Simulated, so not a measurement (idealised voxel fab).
A process module follows: voxel trench capacitor.
For reference, the cross-section in this document is cut, with width 275 nm and square cells of 5 nm.
The cross-sections in this document take the form of a grid made of square cells. They are written out as bands, in order from top to bottom. Each band consists of one or more rows of cells. Heights first: top, then bottom, in nm. Then materials, left to right, each with a width in nm. "full width" on a single material: fills the band edge to edge. "air": empty space. Heads up on the height convention: 0 is the point under which the incoming wafer is all one material, and the lowest band has no bottom, it just keeps going down, like "0..down". A two-number width, for instance "30->40", indicates that the width is equal to the first number in the top row of the band and to the second number in the bottom row, and that it changes by a constant amount per row of cells. No cell of the cross-section changed in a step that is given as "everything unchanged". "Enclosed internal cavities" means: voids of 8 cells or more that are shut off from the top with no open way through. Written width x height at distance, distance from the left edge, in nm. The remark found on a step's line after its settings is issued by the simulator itself and pertains to that step. The setting "overlay nm" may be written on the line of a step. When the step uses a mask, the value reports how far to the right of the planned place the mask lay, and a negative value reports that it lay to the left.
SO HERE'S THE LINEUP OF PROCESS STEPS WE PLANNED
1,op RECEIVE | material Si
2,op CONFORMAL_DEP | material SiN | thk nm 10
3,op PATTERN | tone open | mask id TRENCH | material resist | width nm 20 | pitch nm 50 | thk nm 15 | overlay nm 0
4,op DIRECTIONAL_ETCH | etch materials SiN | depth nm 10
5,op DIRECTIONAL_ETCH | etch materials Si | depth nm 30
6,op STRIP | etch materials resist
7,op CONFORMAL_DEP | material Al2O3 | thk nm 5
8,op FILL_DEP | material polySi | thk nm 10
9,op CMP | height nm 10
WAFER CROSS-SECTION ON RECEIPT, I.E. AFTER STEP 1
- 0..down = Si full width
- Enclosed internal cavities: none
FIRST OF TWO WAFERS AT THE END OF THE MODULE, SHOWN IN CROSS-SECTION; RUN CARRIED OUT AS PLANNED
- 10..0 = SiN 100  Al2O3 5  polySi 10  Al2O3 5  SiN 30  Al2O3 5  polySi 10  Al2O3 5  SiN 105
- 0..-25 = Si 100  Al2O3 5  polySi 10  Al2O3 5  Si 30  Al2O3 5  polySi 10  Al2O3 5  Si 105
- -25..-30 = Si 100  Al2O3 20  Si 30  Al2O3 20  Si 105
- -30..down = Si full width
- Enclosed internal cavities: none
CROSS-SECTION, WAFER TWO OF TWO, END OF MODULE: SAME START AND PLAN AS WAFER ONE, ONE ERROR IN EXECUTION
- 10..0 = SiN 95  Al2O3 5  polySi 10  Al2O3 5  SiN 30  Al2O3 5  polySi 10  Al2O3 5  SiN 110
- 0..-25 = Si 95  Al2O3 5  polySi 10  Al2O3 5  Si 30  Al2O3 5  polySi 10  Al2O3 5  Si 110
- -25..-30 = Si 95  Al2O3 20  Si 30  Al2O3 20  Si 110
- -30..down = Si full width
- Enclosed internal cavities: none
Here's what went sideways: contrary to plan, step 3 was performed as op PATTERN | tone open | mask id TRENCH | material resist | width nm 20 | pitch nm 50 | thk nm 15 | overlay nm -5
Matching per-material cell counts, mismatched positions: that is how the second wafer compares with the first at the end.
